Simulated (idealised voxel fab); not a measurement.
This section sets out a process module, namely voxel self aligned vias.
Section shown: cut. Width: 290 nm. Cell size: 5 nm, square.
Cross-section spec: square-cell grid; bands listed top down; each band is one or more rows. In this notation a band is specified by the heights of its top and bottom, in that order and in nm, after which its materials appear from left to right, each paired with its width in nm. The word "edge to edge" attached to a single material means that material fills the band from edge to edge; the word "blank" stands for empty space. Beneath 0, the wafer as received is one material, and that level is where height counting begins. The lowest band goes on downward without a bottom; it is written like "0 nm and below". Think of "30..40" as a width that walks from the first number to the second as you go down the band, top row to bottom row, taking equal-sized steps from row to row. Reading "left unchanged" for a step: not a cell of the cross-section changed in it. Look at "Unvented internal voids" for the closed voids: empty spaces with no open path to the top, sized 8 cells or up. Each is width x height at distance, distance from the left edge, all nm. It should be noted that, on the line of a given step, the content following the step's settings is a remark produced by the simulator itself with respect to that step. "overlay nm" answers the question of how far to the right of plan the mask lay on a step that has a mask, and when it is negative the answer is to the left.
[This section lists the process steps that were planned]
1,RECEIVE with material Si
2,CONFORMAL_DEP with material SiO2, thk nm 15
3,CONFORMAL_DEP with material SiCN, thk nm 5
4,DIRECTIONAL_DEP with material lowk, thk nm 20
5,DIRECTIONAL_DEP with material aC, thk nm 15
6,PATTERN with tone open, mask id LINES, material resist, width nm 30, pitch nm 75, thk nm 35, overlay nm 0
7,DIRECTIONAL_ETCH with etch materials aC, depth nm 15
8,STRIP with etch materials resist
9,DIRECTIONAL_ETCH with etch materials lowk, depth nm 20
10,STRIP with etch materials aC
11,CONFORMAL_DEP with material TiN, thk nm 5
12,FILL_DEP with material W, thk nm 5
13,CMP with height nm 40
14,SELECTIVE_ETCH with etch materials W Ru TiN, depth nm 10
15,FILL_DEP with material SiN, thk nm 5
16,CMP with height nm 40
17,DIRECTIONAL_DEP with material lowk, thk nm 15
18,MASKED_ETCH with tone open, mask id VIAS, width nm 50, pitch nm 75, etch materials lowk, depth nm 15, overlay nm 0
19,MASKED_ETCH with tone open, mask id VIAS, width nm 50, pitch nm 75, etch materials SiN, depth nm 10, overlay nm 0
20,CONFORMAL_DEP with material TiN, thk nm 5
21,FILL_DEP with material Ru, thk nm 10
22,CMP with height nm 55
23,CONFORMAL_DEP with material SiCN, thk nm 5
varied across the wafers: thk nm of step 23. The plan shows the first wafer's value. All wafers start alike
[Cross-section, first of several wafers, as delivered after step 1]
* 0 nm and below: Si edge to edge
* Unvented internal voids: none
[Note: the following table is arranged by wafer, a row apiece. Each row reports the end-of-module state: per material, cells gained (+) or cells lost (-) compared with the wafer as received; closed voids follow]
thk nm 5, +72 Ru, +116 SiCN, +174 SiO2, +78 TiN, +12 W, +244 lowk, Unvented internal voids: none
thk nm 10, +72 Ru, +174 SiCN, +174 SiO2, +78 TiN, +12 W, +244 lowk, Unvented internal voids: none
thk nm 15, +72 Ru, +232 SiCN, +174 SiO2, +78 TiN, +12 W, +244 lowk, Unvented internal voids: none
thk nm 20, +72 Ru, +290 SiCN, +174 SiO2, +78 TiN, +12 W, +244 lowk, Unvented internal voids: none
